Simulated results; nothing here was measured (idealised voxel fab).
You're looking at the process module voxel ribs on slabs.
Displayed cross-section: cut, width of 260 nm, square cells sized 5 nm.
A cross-section is a grid of square cells, given in bands from the top down. A band is one or more rows of cells.
Top height, bottom height, nm. Materials left to right, width each, nm. Single material + "everywhere" = fills band edge to edge. "empty" = empty.
For the purposes of this specification, 0 denotes the height below which the wafer in its as-received condition is composed wholly of one material, and the lowermost band, lacking a lower limit, extends downward without end, as expressed in "z 0 and below".
Note: "30..40" means the width goes from the first number (top row of the band) to the second number (bottom row) in equal steps per row of cells.
The cross-section has no changed cell in any step marked "no change occurred".
"Enclosed void list" lists enclosed empty spaces (at least 8 cells, no open path upward to the top), each as width x height at distance from the left edge, in nm.
If you see something after the settings on a step's line, that's the simulator's own remark about that step.
overlay nm: on a step with a mask, how far right of its planned place the mask lay; negative means left.
The following list gives the planned process steps
1) op RECEIVE | material Si
2) op DIRECTIONAL_DEP | material SiO2 | thk nm 20
3) op DIRECTIONAL_DEP | material polySi | thk nm 25
4) op MASKED_ETCH | tone cover | mask id RIB | width nm 20 | etch materials polySi | depth nm 20 | overlay nm 0
5) op DIRECTIONAL_DEP | material aC | thk nm 15
6) op PATTERN | tone cover | mask id SLAB | material resist | width nm 60 | thk nm 35 | overlay nm 0
7) op DIRECTIONAL_ETCH | etch materials aC | depth nm 15
8) op STRIP | etch materials resist
9) op DIRECTIONAL_ETCH | etch materials polySi | depth nm 5
10) op STRIP | etch materials aC
11) op FILL_DEP | material SiO2 | thk nm 15
12) op CMP | height nm 55
13) op DIRECTIONAL_DEP | material TiN | thk nm 5
14) op DIRECTIONAL_DEP | material aC | thk nm 10
15) op PATTERN | tone cover | mask id HEATER | material resist | width nm 30 | thk nm 30 | overlay nm 0
16) op DIRECTIONAL_ETCH | etch materials aC | depth nm 10
17) op STRIP | etch materials resist
18) op DIRECTIONAL_ETCH | etch materials TiN | depth nm 5
19) op STRIP | etch materials aC
20) op CONFORMAL_DEP | material SiN | thk nm 10
So, the first of our two wafers, run just as we planned it
Incoming wafer in cross-section (state: after step 1)
	z 0 and below | Si everywhere
	Enclosed void list: none
Cross-section: wafer state after step 2
	z 20 to 0 | SiO2 everywhere
	Below 0 it's all the same as before, nothing changed down there.
Cross-section: wafer state after step 3
	z 45 to 20 | polySi everywhere
	Below 20 it's all the same as before, nothing changed down there.
Cross-section: wafer state after step 4
	z 45 to 25 | empty 120; polySi 20; empty 120
	Below 25 it's all the same as before, nothing changed down there.
Cross-section: wafer state after step 5
	z 60 to 45 | empty 120; aC 20; empty 120
	z 45 to 40 | empty 120; polySi 20; empty 120
	z 40 to 25 | aC 120; polySi 20; aC 120
	Below 25 it's all the same as before, nothing changed down there.
Cross-section: wafer state after step 6
	z 95 to 60 | empty 100; resist 60; empty 100
	z 60 to 45 | empty 100; resist 20; aC 20; resist 20; empty 100
	z 45 to 40 | empty 100; resist 20; polySi 20; resist 20; empty 100
	Below 40 it's all the same as before, nothing changed down there.
Cross-section: wafer state after step 7
	z 80 to 60 | empty 100; resist 60; empty 100
	z 60 to 45 | empty 100; resist 20; aC 20; resist 20; empty 100
	z 45 to 40 | empty 100; resist 20; polySi 20; resist 20; empty 100
	z 40 to 25 | empty 100; aC 20; polySi 20; aC 20; empty 100
	Below 25 it's all the same as before, nothing changed down there.
Cross-section: wafer state after step 8
	z 60 to 45 | empty 120; aC 20; empty 120
	z 45 to 40 | empty 120; polySi 20; empty 120
	Below 40 it's all the same as before, nothing changed down there.
Cross-section: wafer state after step 9
	z 60 to 45 | empty 120; aC 20; empty 120
	z 45 to 40 | empty 120; polySi 20; empty 120
	z 40 to 25 | empty 100; aC 20; polySi 20; aC 20; empty 100
	z 25 to 20 | empty 100; polySi 60; empty 100
	Below 20 it's all the same as before, nothing changed down there.
Cross-section: wafer state after step 10
	z 45 to 25 | empty 120; polySi 20; empty 120
	Below 25 it's all the same as before, nothing changed down there.
Cross-section: wafer state after step 11
	z 60 to 45 | SiO2 everywhere
	z 45 to 25 | SiO2 120; polySi 20; SiO2 120
	z 25 to 20 | SiO2 100; polySi 60; SiO2 100
	Below 20 it's all the same as before, nothing changed down there.
Cross-section: wafer state after step 12
	z 55 to 45 | SiO2 everywhere
	Below 45 it's all the same as before, nothing changed down there.
Cross-section: wafer state after step 13
	z 60 to 55 | TiN everywhere
	Below 55 it's all the same as before, nothing changed down there.
Cross-section: wafer state after step 14
	z 70 to 60 | aC everywhere
	Below 60 it's all the same as before, nothing changed down there.
Cross-section: wafer state after step 15
	z 100 to 70 | empty 115; resist 30; empty 115
	Below 70 it's all the same as before, nothing changed down there.
Cross-section: wafer state after step 16
	z 90 to 70 | empty 115; resist 30; empty 115
	z 70 to 60 | empty 115; aC 30; empty 115
	Below 60 it's all the same as before, nothing changed down there.
Cross-section: wafer state after step 17
	z 70 to 60 | empty 115; aC 30; empty 115
	Below 60 it's all the same as before, nothing changed down there.
Cross-section: wafer state after step 18
	z 70 to 60 | empty 115; aC 30; empty 115
	z 60 to 55 | empty 115; TiN 30; empty 115
	Below 55 it's all the same as before, nothing changed down there.
Cross-section: wafer state after step 19
	z 60 to 55 | empty 115; TiN 30; empty 115
	Below 55 it's all the same as before, nothing changed down there.
Cross-section: wafer state after step 20
	z 70 to 65 | empty 105; SiN 50; empty 105
	z 65 to 60 | SiN everywhere
	z 60 to 55 | SiN 115; TiN 30; SiN 115
	Below 55 it's all the same as before, nothing changed down there.
It is to be noted that the second wafer proceeded from the same initial state and according to the same plan as the first, although one mistake was committed in its execution; through step 1, inclusive, the two wafers share an identical history
Second wafer shown in cross-section at the time step 2 was slated to end
	z 40 to 0 | SiO2 everywhere
	Below 0 it's all the same as before, nothing changed down there.
Second wafer shown in cross-section at the time step 3 was slated to end
	z 65 to 40 | polySi everywhere
	Below 40 it's all the same as before, nothing changed down there.
Second wafer shown in cross-section at the time step 4 was slated to end
	z 65 to 45 | empty 120; polySi 20; empty 120
	Below 45 it's all the same as before, nothing changed down there.
Second wafer shown in cross-section at the time step 5 was slated to end
	z 80 to 65 | empty 120; aC 20; empty 120
	z 65 to 60 | empty 120; polySi 20; empty 120
	z 60 to 45 | aC 120; polySi 20; aC 120
	Below 45 it's all the same as before, nothing changed down there.
Second wafer shown in cross-section at the time step 6 was slated to end
	z 115 to 80 | empty 100; resist 60; empty 100
	z 80 to 65 | empty 100; resist 20; aC 20; resist 20; empty 100
	z 65 to 60 | empty 100; resist 20; polySi 20; resist 20; empty 100
	Below 60 it's all the same as before, nothing changed down there.
Second wafer shown in cross-section at the time step 7 was slated to end
	z 100 to 80 | empty 100; resist 60; empty 100
	z 80 to 65 | empty 100; resist 20; aC 20; resist 20; empty 100
	z 65 to 60 | empty 100; resist 20; polySi 20; resist 20; empty 100
	z 60 to 45 | empty 100; aC 20; polySi 20; aC 20; empty 100
	Below 45 it's all the same as before, nothing changed down there.
Second wafer shown in cross-section at the time step 8 was slated to end
	z 80 to 65 | empty 120; aC 20; empty 120
	z 65 to 60 | empty 120; polySi 20; empty 120
	Below 60 it's all the same as before, nothing changed down there.
Second wafer shown in cross-section at the time step 9 was slated to end
	z 80 to 65 | empty 120; aC 20; empty 120
	z 65 to 60 | empty 120; polySi 20; empty 120
	z 60 to 45 | empty 100; aC 20; polySi 20; aC 20; empty 100
	z 45 to 40 | empty 100; polySi 60; empty 100
	Below 40 it's all the same as before, nothing changed down there.
Second wafer shown in cross-section at the time step 10 was slated to end
	z 65 to 45 | empty 120; polySi 20; empty 120
	Below 45 it's all the same as before, nothing changed down there.
Second wafer shown in cross-section at the time step 11 was slated to end
	z 80 to 65 | SiO2 everywhere
	z 65 to 45 | SiO2 120; polySi 20; SiO2 120
	z 45 to 40 | SiO2 100; polySi 60; SiO2 100
	Below 40 it's all the same as before, nothing changed down there.
Second wafer shown in cross-section at the time step 12 was slated to end
	z 55 to 45 | SiO2 120; polySi 20; SiO2 120
	Below 45 it's all the same as before, nothing changed down there.
Second wafer shown in cross-section at the time step 13 was slated to end
	z 60 to 55 | TiN everywhere
	Below 55 it's all the same as before, nothing changed down there.
Second wafer shown in cross-section at the time step 14 was slated to end
	z 70 to 60 | aC everywhere
	Below 60 it's all the same as before, nothing changed down there.
Second wafer shown in cross-section at the time step 15 was slated to end
	z 100 to 70 | empty 115; resist 30; empty 115
	Below 70 it's all the same as before, nothing changed down there.
Second wafer shown in cross-section at the time step 16 was slated to end
	z 90 to 70 | empty 115; resist 30; empty 115
	z 70 to 60 | empty 115; aC 30; empty 115
	Below 60 it's all the same as before, nothing changed down there.
Second wafer shown in cross-section at the time step 17 was slated to end
	z 70 to 60 | empty 115; aC 30; empty 115
	Below 60 it's all the same as before, nothing changed down there.
Second wafer shown in cross-section at the time step 18 was slated to end
	z 70 to 60 | empty 115; aC 30; empty 115
	z 60 to 55 | empty 115; TiN 30; empty 115
	Below 55 it's all the same as before, nothing changed down there.
Second wafer shown in cross-section at the time step 19 was slated to end
	z 60 to 55 | empty 115; TiN 30; empty 115
	Below 55 it's all the same as before, nothing changed down there.
Second wafer shown in cross-section at the time step 20 was slated to end
	z 70 to 65 | empty 105; SiN 50; empty 105
	z 65 to 60 | SiN everywhere
	z 60 to 55 | SiN 115; TiN 30; SiN 115
	Below 55 it's all the same as before, nothing changed down there.
Diagnosis: step 2 was run twice
At the finish, the second wafer shows more or fewer cells for some materials than the first does: +8 SiO2 | -8 polySi
